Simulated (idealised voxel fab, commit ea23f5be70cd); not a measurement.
Process module name: voxel gate over fins
The cross-section on display is named cut; it measures 225 nm wide, and its cells are 5 nm squares.
We lay out every cross-section as a grid of square cells and spell it out in bands from the top down, where one band means one or more rows of cells.
Heads up on the band format: heights come first, top then bottom, in nm. After that it's the materials left to right, each with its width in nm. A single material flagged "throughout" fills the whole band edge to edge, and "blank" means there's empty space there.
Measure heights from 0. That's the level where, below it, the as-received wafer is all one material. The lowest band is bottomless and extends downward; write it as in "from 0 down".
A width given as "30->40" starts at the first number in the band's top row and ends at the second number in its bottom row, shifting by an equal amount at every step from row to row.
Reading "nothing was modified" for a step: not a cell of the cross-section changed in it.
Reported under the label "Closed void entries" are the empty spaces having no open way to the top and comprising 8 cells or more; the notation for each is width x height at distance, in which the distance is measured from the left edge and all three values are in nm.
If you see something after the settings on a step's line, that's the simulator's own remark about that step.
A step's line can hold "overlay nm"; with a mask on that step, the setting says how far right of the planned place the mask lay, while a negative setting says it lay to the left.
Pairs, read this way: before one process step on the one hand, after it on the other, the after cross-section ending at the lowest band that changed; the step between, settings included, beneath. Same starting wafer throughout, but possibly different runs of this module, so no pair continues from the pair above unless its entry headed "Structure before processing" says so.
[Structure before processing]
* from 0 down | Si throughout
* Closed void entries: none
[Step Outcome]
* from 10 to 0 | SiN throughout
* Below 0, the layers are the same as they were.
* Closed void entries: none
Applied between the two views above: CONFORMAL_DEP [material SiN] [thk nm 10]
Structure before processing: after-step cross-section of the pair just above applies.
[Step Outcome]
* from 30 to 10 | blank: 70 | resist: 15 | blank: 20 | resist: 15 | blank: 20 | resist: 15 | blank: 70
* Below 10, the layers are the same as they were.
* Closed void entries: none
Applied between the two views above: PATTERN [tone cover] [mask id FINS] [material resist] [width nm 15] [pitch nm 35] [thk nm 20] [overlay nm 0]
Structure before processing: after-step cross-section of the pair just above applies.
[Step Outcome]
* from 30 to 10 | blank: 70 | resist: 15 | blank: 20 | resist: 15 | blank: 20 | resist: 15 | blank: 70
* from 10 to 0 | blank: 70 | SiN: 15 | blank: 20 | SiN: 15 | blank: 20 | SiN: 15 | blank: 70
* Below 0, the layers are the same as they were.
* Closed void entries: none
Applied between the two views above: DIRECTIONAL_ETCH [etch materials SiN] [depth nm 10]
Structure before processing: after-step cross-section of the pair just above applies.
[Step Outcome]
* from 30 to 10 | blank: 70 | resist: 15 | blank: 20 | resist: 15 | blank: 20 | resist: 15 | blank: 70
* from 10 to 0 | blank: 70 | SiN: 15 | blank: 20 | SiN: 15 | blank: 20 | SiN: 15 | blank: 70
* from 0 to -30 | blank: 70 | Si: 15 | blank: 20 | Si: 15 | blank: 20 | Si: 15 | blank: 70
* Below -30, the layers are the same as they were.
* Closed void entries: none
Applied between the two views above: DIRECTIONAL_ETCH [etch materials Si] [depth nm 30]
Structure before processing: after-step cross-section of the pair just above applies.
[Step Outcome]
* from 10 to 0 | blank: 70 | SiN: 15 | blank: 20 | SiN: 15 | blank: 20 | SiN: 15 | blank: 70
* Below 0, the layers are the same as they were.
* Closed void entries: none
Applied between the two views above: STRIP [etch materials resist]
Structure before processing: after-step cross-section of the pair just above applies.
[Step Outcome]
* from 10 to 0 | blank: 70 | SiN: 15 | blank: 20 | SiN: 15 | blank: 20 | SiN: 15 | blank: 70
* from 0 to -30 | blank: 70 | SiO2: 5 | Si: 5 | SiO2: 5 | blank: 20 | SiO2: 5 | Si: 5 | SiO2: 5 | blank: 20 | SiO2: 5 | Si: 5 | SiO2: 5 | blank: 70
* from -30 to -35 | SiO2: 75 | Si: 5 | SiO2: 30 | Si: 5 | SiO2: 30 | Si: 5 | SiO2: 75
* Below -35, the layers are the same as they were.
* Closed void entries: none
Applied between the two views above: OXIDIZE [depth nm 5]
Structure before processing: after-step cross-section of the pair just above applies.
[Step Outcome]
* from 20 to 10 | SiO2 throughout
* from 10 to 0 | SiO2: 70 | SiN: 15 | SiO2: 20 | SiN: 15 | SiO2: 20 | SiN: 15 | SiO2: 70
* from 0 to -35 | SiO2: 75 | Si: 5 | SiO2: 30 | Si: 5 | SiO2: 30 | Si: 5 | SiO2: 75
* Below -35, the layers are the same as they were.
* Closed void entries: none
Applied between the two views above: FILL_DEP [material SiO2] [thk nm 10]
Structure before processing: after-step cross-section of the pair just above applies.
[Step Outcome]
* from 10 to 0 | SiO2: 70 | SiN: 15 | SiO2: 20 | SiN: 15 | SiO2: 20 | SiN: 15 | SiO2: 70
* Below 0, the layers are the same as they were.
* Closed void entries: none
Applied between the two views above: CMP [height nm 10]
Structure before processing: after-step cross-section of the pair just above applies.
[Step Outcome]
* from 10 to 0 | blank: 70 | SiN: 15 | blank: 20 | SiN: 15 | blank: 20 | SiN: 15 | blank: 70
* from 0 to -15 | blank: 75 | Si: 5 | blank: 30 | Si: 5 | blank: 30 | Si: 5 | blank: 75
* Below -15, the layers are the same as they were.
* Closed void entries: none
Applied between the two views above: SELECTIVE_ETCH [etch materials SiO2] [depth nm 25]
Structure before processing: after-step cross-section of the pair just above applies.
[Step Outcome]
* from 0 to -15 | blank: 75 | Si: 5 | blank: 30 | Si: 5 | blank: 30 | Si: 5 | blank: 75
* Below -15, the layers are the same as they were.
* Closed void entries: none
Applied between the two views above: STRIP [etch materials SiN]
Structure before processing: after-step cross-section of the pair just above applies.
[Step Outcome]
* from 5 to 0 | blank: 70 | HfO2: 15 | blank: 20 | HfO2: 15 | blank: 20 | HfO2: 15 | blank: 70
* from 0 to -10 | blank: 70 | HfO2: 5 | Si: 5 | HfO2: 5 | blank: 20 | HfO2: 5 | Si: 5 | HfO2: 5 | blank: 20 | HfO2: 5 | Si: 5 | HfO2: 5 | blank: 70
* from -10 to -15 | HfO2: 75 | Si: 5 | HfO2: 30 | Si: 5 | HfO2: 30 | Si: 5 | HfO2: 75
* Below -15, the layers are the same as they were.
* Closed void entries: none
Applied between the two views above: CONFORMAL_DEP [material HfO2] [thk nm 5]
Structure before processing: after-step cross-section of the pair just above applies.
[Step Outcome]
* from 10 to 5 | blank: 65 | TiN: 25 | blank: 10 | TiN: 25 | blank: 10 | TiN: 25 | blank: 65
* from 5 to 0 | blank: 65 | TiN: 5 | HfO2: 15 | TiN: 5 | blank: 10 | TiN: 5 | HfO2: 15 | TiN: 5 | blank: 10 | TiN: 5 | HfO2: 15 | TiN: 5 | blank: 65
* from 0 to -5 | blank: 65 | TiN: 5 | HfO2: 5 | Si: 5 | HfO2: 5 | TiN: 5 | blank: 10 | TiN: 5 | HfO2: 5 | Si: 5 | HfO2: 5 | TiN: 5 | blank: 10 | TiN: 5 | HfO2: 5 | Si: 5 | HfO2: 5 | TiN: 5 | blank: 65
* from -5 to -10 | TiN: 70 | HfO2: 5 | Si: 5 | HfO2: 5 | TiN: 20 | HfO2: 5 | Si: 5 | HfO2: 5 | TiN: 20 | HfO2: 5 | Si: 5 | HfO2: 5 | TiN: 70
* Below -10, the layers are the same as they were.
* Closed void entries: none
Applied between the two views above: CONFORMAL_DEP [material TiN] [thk nm 5]
Structure before processing: after-step cross-section of the pair just above applies.
[Step Outcome]
* from 15 to 10 | blank: 60 | TiAl: 105 | blank: 60
* from 10 to 5 | blank: 60 | TiAl: 5 | TiN: 25 | TiAl: 10 | TiN: 25 | TiAl: 10 | TiN: 25 | TiAl: 5 | blank: 60
* from 5 to 0 | blank: 60 | TiAl: 5 | TiN: 5 | HfO2: 15 | TiN: 5 | TiAl: 10 | TiN: 5 | HfO2: 15 | TiN: 5 | TiAl: 10 | TiN: 5 | HfO2: 15 | TiN: 5 | TiAl: 5 | blank: 60
* from 0 to -5 | TiAl: 65 | TiN: 5 | HfO2: 5 | Si: 5 | HfO2: 5 | TiN: 5 | TiAl: 10 | TiN: 5 | HfO2: 5 | Si: 5 | HfO2: 5 | TiN: 5 | TiAl: 10 | TiN: 5 | HfO2: 5 | Si: 5 | HfO2: 5 | TiN: 5 | TiAl: 65
* Below -5, the layers are the same as they were.
* Closed void entries: none
Applied between the two views above: CONFORMAL_DEP [material TiAl] [thk nm 5]
Structure before processing: after-step cross-section of the pair just above applies.
[Step Outcome]
* from 20 to 15 | blank: 55 | TiN: 115 | blank: 55
* from 15 to 10 | blank: 55 | TiN: 5 | TiAl: 105 | TiN: 5 | blank: 55
* from 10 to 5 | blank: 55 | TiN: 5 | TiAl: 5 | TiN: 25 | TiAl: 10 | TiN: 25 | TiAl: 10 | TiN: 25 | TiAl: 5 | TiN: 5 | blank: 55
* from 5 to 0 | TiN: 60 | TiAl: 5 | TiN: 5 | HfO2: 15 | TiN: 5 | TiAl: 10 | TiN: 5 | HfO2: 15 | TiN: 5 | TiAl: 10 | TiN: 5 | HfO2: 15 | TiN: 5 | TiAl: 5 | TiN: 60
* Below 0, the layers are the same as they were.
* Closed void entries: none
Applied between the two views above: CONFORMAL_DEP [material TiN] [thk nm 5]
Structure before processing: after-step cross-section of the pair just above applies.
[Step Outcome]
* from 35 to 20 | W throughout
* from 20 to 15 | W: 55 | TiN: 115 | W: 55
* from 15 to 10 | W: 55 | TiN: 5 | TiAl: 105 | TiN: 5 | W: 55
* from 10 to 5 | W: 55 | TiN: 5 | TiAl: 5 | TiN: 25 | TiAl: 10 | TiN: 25 | TiAl: 10 | TiN: 25 | TiAl: 5 | TiN: 5 | W: 55
* Below 5, the layers are the same as they were.
* Closed void entries: none
Applied between the two views above: FILL_DEP [material W] [thk nm 15]
Structure before processing: after-step cross-section of the pair just above applies.
[Step Outcome]
* from 30 to 20 | W throughout
* Below 20, the layers are the same as they were.
* Closed void entries: none
Applied between the two views above: CMP [height nm 30]
Structure before processing: after-step cross-section of the pair just above applies.
[Step Outcome]
* from 40 to 30 | SiN throughout
* Below 30, the layers are the same as they were.
* Closed void entries: none
Applied between the two views above: CONFORMAL_DEP [material SiN] [thk nm 10]
[Structure before processing]
* from 10 to 5 | blank: 65 | TiN: 25 | blank: 10 | TiN: 25 | blank: 10 | TiN: 25 | blank: 65
* from 5 to 0 | blank: 65 | TiN: 5 | HfO2: 15 | TiN: 5 | blank: 10 | TiN: 5 | HfO2: 15 | TiN: 5 | blank: 10 | TiN: 5 | HfO2: 15 | TiN: 5 | blank: 65
* from 0 to -5 | blank: 65 | TiN: 5 | HfO2: 5 | Si: 5 | HfO2: 5 | TiN: 5 | blank: 10 | TiN: 5 | HfO2: 5 | Si: 5 | HfO2: 5 | TiN: 5 | blank: 10 | TiN: 5 | HfO2: 5 | Si: 5 | HfO2: 5 | TiN: 5 | blank: 65
* from -5 to -10 | TiN: 70 | HfO2: 5 | Si: 5 | HfO2: 5 | TiN: 20 | HfO2: 5 | Si: 5 | HfO2: 5 | TiN: 20 | HfO2: 5 | Si: 5 | HfO2: 5 | TiN: 70
* from -10 to -15 | HfO2: 75 | Si: 5 | HfO2: 30 | Si: 5 | HfO2: 30 | Si: 5 | HfO2: 75
* from -15 to -35 | SiO2: 75 | Si: 5 | SiO2: 30 | Si: 5 | SiO2: 30 | Si: 5 | SiO2: 75
* from -35 down | Si throughout
* Closed void entries: none
[Step Outcome]
* from 15 to 5 | blank: 60 | TiN: 105 | blank: 60
* from 5 to 0 | blank: 60 | TiN: 10 | HfO2: 15 | TiN: 20 | HfO2: 15 | TiN: 20 | HfO2: 15 | TiN: 10 | blank: 60
* from 0 to -10 | TiN: 70 | HfO2: 5 | Si: 5 | HfO2: 5 | TiN: 20 | HfO2: 5 | Si: 5 | HfO2: 5 | TiN: 20 | HfO2: 5 | Si: 5 | HfO2: 5 | TiN: 70
* Below -10, the layers are the same as they were.
* Closed void entries: none
Applied between the two views above: CONFORMAL_DEP [material TiN] [thk nm 5]
Structure before processing: after-step cross-section of the pair just above applies.
[Step Outcome]
* from 30 to 15 | W throughout
* from 15 to 5 | W: 60 | TiN: 105 | W: 60
* from 5 to 0 | W: 60 | TiN: 10 | HfO2: 15 | TiN: 20 | HfO2: 15 | TiN: 20 | HfO2: 15 | TiN: 10 | W: 60
* Below 0, the layers are the same as they were.
* Closed void entries: none
Applied between the two views above: FILL_DEP [material W] [thk nm 15]
Structure before processing: after-step cross-section of the pair just above applies.
[Step Outcome]
* from 40 to 30 | SiN throughout
* Below 30, the layers are the same as they were.
* Closed void entries: none
Applied between the two views above: CONFORMAL_DEP [material SiN] [thk nm 10]
[Structure before processing]
* from 30 to 10 | blank: 70 | resist: 15 | blank: 20 | resist: 15 | blank: 20 | resist: 15 | blank: 70
* from 10 to 0 | blank: 70 | SiN: 15 | blank: 20 | SiN: 15 | blank: 20 | SiN: 15 | blank: 70
* from 0 to -30 | blank: 70 | Si: 15 | blank: 20 | Si: 15 | blank: 20 | Si: 15 | blank: 70
* from -30 down | Si throughout
* Closed void entries: none
[Step Outcome]
* from 30 to 10 | blank: 70 | resist: 15 | blank: 20 | resist: 15 | blank: 20 | resist: 15 | blank: 70
* from 10 to 0 | blank: 70 | SiN: 15 | blank: 20 | SiN: 15 | blank: 20 | SiN: 15 | blank: 70
* from 0 to -60 | blank: 70 | Si: 15 | blank: 20 | Si: 15 | blank: 20 | Si: 15 | blank: 70
* Below -60, the layers are the same as they were.
* Closed void entries: none
Applied between the two views above: DIRECTIONAL_ETCH [etch materials Si] [depth nm 30]
Structure before processing: after-step cross-section of the pair just above applies.
[Step Outcome]
* from 10 to 0 | blank: 70 | SiN: 15 | blank: 20 | SiN: 15 | blank: 20 | SiN: 15 | blank: 70
* Below 0, the layers are the same as they were.
* Closed void entries: none
Applied between the two views above: STRIP [etch materials resist]
Structure before processing: after-step cross-section of the pair just above applies.
[Step Outcome]
* from 10 to 0 | blank: 70 | SiN: 15 | blank: 20 | SiN: 15 | blank: 20 | SiN: 15 | blank: 70
* from 0 to -60 | blank: 70 | SiO2: 5 | Si: 5 | SiO2: 5 | blank: 20 | SiO2: 5 | Si: 5 | SiO2: 5 | blank: 20 | SiO2: 5 | Si: 5 | SiO2: 5 | blank: 70
* from -60 to -65 | SiO2: 75 | Si: 5 | SiO2: 30 | Si: 5 | SiO2: 30 | Si: 5 | SiO2: 75
* Below -65, the layers are the same as they were.
* Closed void entries: none
Applied between the two views above: OXIDIZE [depth nm 5]
Structure before processing: after-step cross-section of the pair just above applies.
[Step Outcome]
* from 20 to 10 | SiO2 throughout
* from 10 to 0 | SiO2: 70 | SiN: 15 | SiO2: 20 | SiN: 15 | SiO2: 20 | SiN: 15 | SiO2: 70
* from 0 to -65 | SiO2: 75 | Si: 5 | SiO2: 30 | Si: 5 | SiO2: 30 | Si: 5 | SiO2: 75
* Below -65, the layers are the same as they were.
* Closed void entries: none
Applied between the two views above: FILL_DEP [material SiO2] [thk nm 10]
Structure before processing: after-step cross-section of the pair just above applies.
[Step Outcome]
* from 10 to 0 | SiO2: 70 | SiN: 15 | SiO2: 20 | SiN: 15 | SiO2: 20 | SiN: 15 | SiO2: 70
* Below 0, the layers are the same as they were.
* Closed void entries: none
Applied between the two views above: CMP [height nm 10]
Structure before processing: after-step cross-section of the pair just above applies.
[Step Outcome]
* from 10 to 0 | blank: 70 | SiN: 15 | blank: 20 | SiN: 15 | blank: 20 | SiN: 15 | blank: 70
* from 0 to -15 | blank: 75 | Si: 5 | blank: 30 | Si: 5 | blank: 30 | Si: 5 | blank: 75
* Below -15, the layers are the same as they were.
* Closed void entries: none
Applied between the two views above: SELECTIVE_ETCH [etch materials SiO2] [depth nm 25]
Structure before processing: after-step cross-section of the pair just above applies.
[Step Outcome]
* from 0 to -15 | blank: 75 | Si: 5 | blank: 30 | Si: 5 | blank: 30 | Si: 5 | blank: 75
* Below -15, the layers are the same as they were.
* Closed void entries: none
Applied between the two views above: STRIP [etch materials SiN]
Structure before processing: after-step cross-section of the pair just above applies.
[Step Outcome]
* from 5 to 0 | blank: 70 | HfO2: 15 | blank: 20 | HfO2: 15 | blank: 20 | HfO2: 15 | blank: 70
* from 0 to -10 | blank: 70 | HfO2: 5 | Si: 5 | HfO2: 5 | blank: 20 | HfO2: 5 | Si: 5 | HfO2: 5 | blank: 20 | HfO2: 5 | Si: 5 | HfO2: 5 | blank: 70
* from -10 to -15 | HfO2: 75 | Si: 5 | HfO2: 30 | Si: 5 | HfO2: 30 | Si: 5 | HfO2: 75
* Below -15, the layers are the same as they were.
* Closed void entries: none
Applied between the two views above: CONFORMAL_DEP [material HfO2] [thk nm 5]
Structure before processing: after-step cross-section of the pair just above applies.
[Step Outcome]
* from 10 to 5 | blank: 65 | TiN: 25 | blank: 10 | TiN: 25 | blank: 10 | TiN: 25 | blank: 65
* from 5 to 0 | blank: 65 | TiN: 5 | HfO2: 15 | TiN: 5 | blank: 10 | TiN: 5 | HfO2: 15 | TiN: 5 | blank: 10 | TiN: 5 | HfO2: 15 | TiN: 5 | blank: 65
* from 0 to -5 | blank: 65 | TiN: 5 | HfO2: 5 | Si: 5 | HfO2: 5 | TiN: 5 | blank: 10 | TiN: 5 | HfO2: 5 | Si: 5 | HfO2: 5 | TiN: 5 | blank: 10 | TiN: 5 | HfO2: 5 | Si: 5 | HfO2: 5 | TiN: 5 | blank: 65
* from -5 to -10 | TiN: 70 | HfO2: 5 | Si: 5 | HfO2: 5 | TiN: 20 | HfO2: 5 | Si: 5 | HfO2: 5 | TiN: 20 | HfO2: 5 | Si: 5 | HfO2: 5 | TiN: 70
* Below -10, the layers are the same as they were.
* Closed void entries: none
Applied between the two views above: CONFORMAL_DEP [material TiN] [thk nm 5]
Structure before processing: after-step cross-section of the pair just above applies.
[Step Outcome]
* from 15 to 10 | blank: 60 | TiAl: 105 | blank: 60
* from 10 to 5 | blank: 60 | TiAl: 5 | TiN: 25 | TiAl: 10 | TiN: 25 | TiAl: 10 | TiN: 25 | TiAl: 5 | blank: 60
* from 5 to 0 | blank: 60 | TiAl: 5 | TiN: 5 | HfO2: 15 | TiN: 5 | TiAl: 10 | TiN: 5 | HfO2: 15 | TiN: 5 | TiAl: 10 | TiN: 5 | HfO2: 15 | TiN: 5 | TiAl: 5 | blank: 60
* from 0 to -5 | TiAl: 65 | TiN: 5 | HfO2: 5 | Si: 5 | HfO2: 5 | TiN: 5 | TiAl: 10 | TiN: 5 | HfO2: 5 | Si: 5 | HfO2: 5 | TiN: 5 | TiAl: 10 | TiN: 5 | HfO2: 5 | Si: 5 | HfO2: 5 | TiN: 5 | TiAl: 65
* Below -5, the layers are the same as they were.
* Closed void entries: none
Applied between the two views above: CONFORMAL_DEP [material TiAl] [thk nm 5]
Structure before processing: after-step cross-section of the pair just above applies.
[Step Outcome]
* from 20 to 15 | blank: 55 | TiN: 115 | blank: 55
* from 15 to 10 | blank: 55 | TiN: 5 | TiAl: 105 | TiN: 5 | blank: 55
* from 10 to 5 | blank: 55 | TiN: 5 | TiAl: 5 | TiN: 25 | TiAl: 10 | TiN: 25 | TiAl: 10 | TiN: 25 | TiAl: 5 | TiN: 5 | blank: 55
* from 5 to 0 | TiN: 60 | TiAl: 5 | TiN: 5 | HfO2: 15 | TiN: 5 | TiAl: 10 | TiN: 5 | HfO2: 15 | TiN: 5 | TiAl: 10 | TiN: 5 | HfO2: 15 | TiN: 5 | TiAl: 5 | TiN: 60
* Below 0, the layers are the same as they were.
* Closed void entries: none
Applied between the two views above: CONFORMAL_DEP [material TiN] [thk nm 5]
Structure before processing: after-step cross-section of the pair just above applies.
[Step Outcome]
* from 35 to 20 | W throughout
* from 20 to 15 | W: 55 | TiN: 115 | W: 55
* from 15 to 10 | W: 55 | TiN: 5 | TiAl: 105 | TiN: 5 | W: 55
* from 10 to 5 | W: 55 | TiN: 5 | TiAl: 5 | TiN: 25 | TiAl: 10 | TiN: 25 | TiAl: 10 | TiN: 25 | TiAl: 5 | TiN: 5 | W: 55
* Below 5, the layers are the same as they were.
* Closed void entries: none
Applied between the two views above: FILL_DEP [material W] [thk nm 15]
Structure before processing: after-step cross-section of the pair just above applies.
[Step Outcome]
* from 30 to 20 | W throughout
* Below 20, the layers are the same as they were.
* Closed void entries: none
Applied between the two views above: CMP [height nm 30]
Structure before processing: after-step cross-section of the pair just above applies.
[Step Outcome]
* from 40 to 30 | SiN throughout
* Below 30, the layers are the same as they were.
* Closed void entries: none
Applied between the two views above: CONFORMAL_DEP [material SiN] [thk nm 10]
[Structure before processing]
* from 0 to -15 | blank: 75 | Si: 5 | blank: 30 | Si: 5 | blank: 30 | Si: 5 | blank: 75
* from -15 to -35 | SiO2: 75 | Si: 5 | SiO2: 30 | Si: 5 | SiO2: 30 | Si: 5 | SiO2: 75
* from -35 down | Si throughout
* Closed void entries: none
[Step Outcome]
* from 5 to 0 | blank: 70 | TiN: 15 | blank: 20 | TiN: 15 | blank: 20 | TiN: 15 | blank: 70
* from 0 to -10 | blank: 70 | TiN: 5 | Si: 5 | TiN: 5 | blank: 20 | TiN: 5 | Si: 5 | TiN: 5 | blank: 20 | TiN: 5 | Si: 5 | TiN: 5 | blank: 70
* from -10 to -15 | TiN: 75 | Si: 5 | TiN: 30 | Si: 5 | TiN: 30 | Si: 5 | TiN: 75
* Below -15, the layers are the same as they were.
* Closed void entries: none
Applied between the two views above: CONFORMAL_DEP [material TiN] [thk nm 5]
Structure before processing: after-step cross-section of the pair just above applies.
[Step Outcome]
* from 10 to 5 | blank: 65 | HfO2: 25 | blank: 10 | HfO2: 25 | blank: 10 | HfO2: 25 | blank: 65
* from 5 to 0 | blank: 65 | HfO2: 5 | TiN: 15 | HfO2: 5 | blank: 10 | HfO2: 5 | TiN: 15 | HfO2: 5 | blank: 10 | HfO2: 5 | TiN: 15 | HfO2: 5 | blank: 65
* from 0 to -5 | blank: 65 | HfO2: 5 | TiN: 5 | Si: 5 | TiN: 5 | HfO2: 5 | blank: 10 | HfO2: 5 | TiN: 5 | Si: 5 | TiN: 5 | HfO2: 5 | blank: 10 | HfO2: 5 | TiN: 5 | Si: 5 | TiN: 5 | HfO2: 5 | blank: 65
* from -5 to -10 | HfO2: 70 | TiN: 5 | Si: 5 | TiN: 5 | HfO2: 20 | TiN: 5 | Si: 5 | TiN: 5 | HfO2: 20 | TiN: 5 | Si: 5 | TiN: 5 | HfO2: 70
* Below -10, the layers are the same as they were.
* Closed void entries: none
Applied between the two views above: CONFORMAL_DEP [material HfO2] [thk nm 5]
Structure before processing: after-step cross-section of the pair just above applies.
[Step Outcome]
* from 15 to 10 | blank: 60 | TiAl: 105 | blank: 60
* from 10 to 5 | blank: 60 | TiAl: 5 | HfO2: 25 | TiAl: 10 | HfO2: 25 | TiAl: 10 | HfO2: 25 | TiAl: 5 | blank: 60
* from 5 to 0 | blank: 60 | TiAl: 5 | HfO2: 5 | TiN: 15 | HfO2: 5 | TiAl: 10 | HfO2: 5 | TiN: 15 | HfO2: 5 | TiAl: 10 | HfO2: 5 | TiN: 15 | HfO2: 5 | TiAl: 5 | blank: 60
* from 0 to -5 | TiAl: 65 | HfO2: 5 | TiN: 5 | Si: 5 | TiN: 5 | HfO2: 5 | TiAl: 10 | HfO2: 5 | TiN: 5 | Si: 5 | TiN: 5 | HfO2: 5 | TiAl: 10 | HfO2: 5 | TiN: 5 | Si: 5 | TiN: 5 | HfO2: 5 | TiAl: 65
* Below -5, the layers are the same as they were.
* Closed void entries: none
Applied between the two views above: CONFORMAL_DEP [material TiAl] [thk nm 5]
Structure before processing: after-step cross-section of the pair just above applies.
[Step Outcome]
* from 20 to 15 | blank: 55 | TiN: 115 | blank: 55
* from 15 to 10 | blank: 55 | TiN: 5 | TiAl: 105 | TiN: 5 | blank: 55
* from 10 to 5 | blank: 55 | TiN: 5 | TiAl: 5 | HfO2: 25 | TiAl: 10 | HfO2: 25 | TiAl: 10 | HfO2: 25 | TiAl: 5 | TiN: 5 | blank: 55
* from 5 to 0 | TiN: 60 | TiAl: 5 | HfO2: 5 | TiN: 15 | HfO2: 5 | TiAl: 10 | HfO2: 5 | TiN: 15 | HfO2: 5 | TiAl: 10 | HfO2: 5 | TiN: 15 | HfO2: 5 | TiAl: 5 | TiN: 60
* Below 0, the layers are the same as they were.
* Closed void entries: none
Applied between the two views above: CONFORMAL_DEP [material TiN] [thk nm 5]
Structure before processing: after-step cross-section of the pair just above applies.
[Step Outcome]
* from 35 to 20 | W throughout
* from 20 to 15 | W: 55 | TiN: 115 | W: 55
* from 15 to 10 | W: 55 | TiN: 5 | TiAl: 105 | TiN: 5 | W: 55
* from 10 to 5 | W: 55 | TiN: 5 | TiAl: 5 | HfO2: 25 | TiAl: 10 | HfO2: 25 | TiAl: 10 | HfO2: 25 | TiAl: 5 | TiN: 5 | W: 55
* Below 5, the layers are the same as they were.
* Closed void entries: none
Applied between the two views above: FILL_DEP [material W] [thk nm 15]
Structure before processing: after-step cross-section of the pair just above applies.
[Step Outcome]
* from 30 to 20 | W throughout
* Below 20, the layers are the same as they were.
* Closed void entries: none
Applied between the two views above: CMP [height nm 30]
Structure before processing: after-step cross-section of the pair just above applies.
[Step Outcome]
* from 40 to 30 | SiN throughout
* Below 30, the layers are the same as they were.
* Closed void entries: none
Applied between the two views above: CONFORMAL_DEP [material SiN] [thk nm 10]
[Structure before processing]
* from 10 to 5 | blank: 65 | TiN: 25 | blank: 10 | TiN: 25 | blank: 10 | TiN: 25 | blank: 65
* from 5 to 0 | blank: 65 | TiN: 5 | HfO2: 15 | TiN: 5 | blank: 10 | TiN: 5 | HfO2: 15 | TiN: 5 | blank: 10 | TiN: 5 | HfO2: 15 | TiN: 5 | blank: 65
* from 0 to -5 | blank: 65 | TiN: 5 | HfO2: 5 | Si: 5 | HfO2: 5 | TiN: 5 | blank: 10 | TiN: 5 | HfO2: 5 | Si: 5 | HfO2: 5 | TiN: 5 | blank: 10 | TiN: 5 | HfO2: 5 | Si: 5 | HfO2: 5 | TiN: 5 | blank: 65
* from -5 to -10 | TiN: 70 | HfO2: 5 | Si: 5 | HfO2: 5 | TiN: 20 | HfO2: 5 | Si: 5 | HfO2: 5 | TiN: 20 | HfO2: 5 | Si: 5 | HfO2: 5 | TiN: 70
* from -10 to -15 | HfO2: 75 | Si: 5 | HfO2: 30 | Si: 5 | HfO2: 30 | Si: 5 | HfO2: 75
* from -15 to -35 | SiO2: 75 | Si: 5 | SiO2: 30 | Si: 5 | SiO2: 30 | Si: 5 | SiO2: 75
* from -35 down | Si throughout
* Closed void entries: none
[Step Outcome]
* from 25 to 10 | blank: 50 | TiAl: 125 | blank: 50
* from 10 to 5 | TiAl: 65 | TiN: 25 | TiAl: 10 | TiN: 25 | TiAl: 10 | TiN: 25 | TiAl: 65
* from 5 to 0 | TiAl: 65 | TiN: 5 | HfO2: 15 | TiN: 5 | TiAl: 10 | TiN: 5 | HfO2: 15 | TiN: 5 | TiAl: 10 | TiN: 5 | HfO2: 15 | TiN: 5 | TiAl: 65
* from 0 to -5 | TiAl: 65 | TiN: 5 | HfO2: 5 | Si: 5 | HfO2: 5 | TiN: 5 | TiAl: 10 | TiN: 5 | HfO2: 5 | Si: 5 | HfO2: 5 | TiN: 5 | TiAl: 10 | TiN: 5 | HfO2: 5 | Si: 5 | HfO2: 5 | TiN: 5 | TiAl: 65
* Below -5, the layers are the same as they were.
* Closed void entries: none
Applied between the two views above: CONFORMAL_DEP [material TiAl] [thk nm 15]
Structure before processing: after-step cross-section of the pair just above applies.
[Step Outcome]
* from 30 to 25 | blank: 45 | TiN: 135 | blank: 45
* from 25 to 15 | blank: 45 | TiN: 5 | TiAl: 125 | TiN: 5 | blank: 45
* from 15 to 10 | TiN: 50 | TiAl: 125 | TiN: 50
* Below 10, the layers are the same as they were.
* Closed void entries: none
Applied between the two views above: CONFORMAL_DEP [material TiN] [thk nm 5]
Structure before processing: after-step cross-section of the pair just above applies.
[Step Outcome]
* from 45 to 30 | W throughout
* from 30 to 25 | W: 45 | TiN: 135 | W: 45
* from 25 to 15 | W: 45 | TiN: 5 | TiAl: 125 | TiN: 5 | W: 45
* Below 15, the layers are the same as they were.
* Closed void entries: none
Applied between the two views above: FILL_DEP [material W] [thk nm 15]
Structure before processing: after-step cross-section of the pair just above applies.
[Step Outcome]
* from 30 to 25 | W: 45 | TiN: 135 | W: 45
* Below 25, the layers are the same as they were.
* Closed void entries: none
Applied between the two views above: CMP [height nm 30]
Structure before processing: after-step cross-section of the pair just above applies.
[Step Outcome]
* from 40 to 30 | SiN throughout
* Below 30, the layers are the same as they were.
* Closed void entries: none
Applied between the two views above: CONFORMAL_DEP [material SiN] [thk nm 10]
[Structure before processing]
* from 10 to 0 | SiN throughout
* from 0 down | Si throughout
* Closed void entries: none
[Step Outcome]
* from 30 to 10 | blank: 70 | resist: 20 | blank: 15 | resist: 20 | blank: 15 | resist: 20 | blank: 65
* Below 10, the layers are the same as they were.
* Closed void entries: none
Applied between the two views above: PATTERN [tone cover] [mask id FINS] [material resist] [width nm 20] [pitch nm 35] [thk nm 20] [overlay nm 0]
Structure before processing: after-step cross-section of the pair just above applies.
[Step Outcome]
* from 30 to 10 | blank: 70 | resist: 20 | blank: 15 | resist: 20 | blank: 15 | resist: 20 | blank: 65
* from 10 to 0 | blank: 70 | SiN: 20 | blank: 15 | SiN: 20 | blank: 15 | SiN: 20 | blank: 65
* Below 0, the layers are the same as they were.
* Closed void entries: none
Applied between the two views above: DIRECTIONAL_ETCH [etch materials SiN] [depth nm 10]
Structure before processing: after-step cross-section of the pair just above applies.
[Step Outcome]
* from 30 to 10 | blank: 70 | resist: 20 | blank: 15 | resist: 20 | blank: 15 | resist: 20 | blank: 65
* from 10 to 0 | blank: 70 | SiN: 20 | blank: 15 | SiN: 20 | blank: 15 | SiN: 20 | blank: 65
* from 0 to -30 | blank: 70 | Si: 20 | blank: 15 | Si: 20 | blank: 15 | Si: 20 | blank: 65
* Below -30, the layers are the same as they were.
* Closed void entries: none
Applied between the two views above: DIRECTIONAL_ETCH [etch materials Si] [depth nm 30]
Structure before processing: after-step cross-section of the pair just above applies.
[Step Outcome]
* from 10 to 0 | blank: 70 | SiN: 20 | blank: 15 | SiN: 20 | blank: 15 | SiN: 20 | blank: 65
* Below 0, the layers are the same as they were.
* Closed void entries: none
Applied between the two views above: STRIP [etch materials resist]
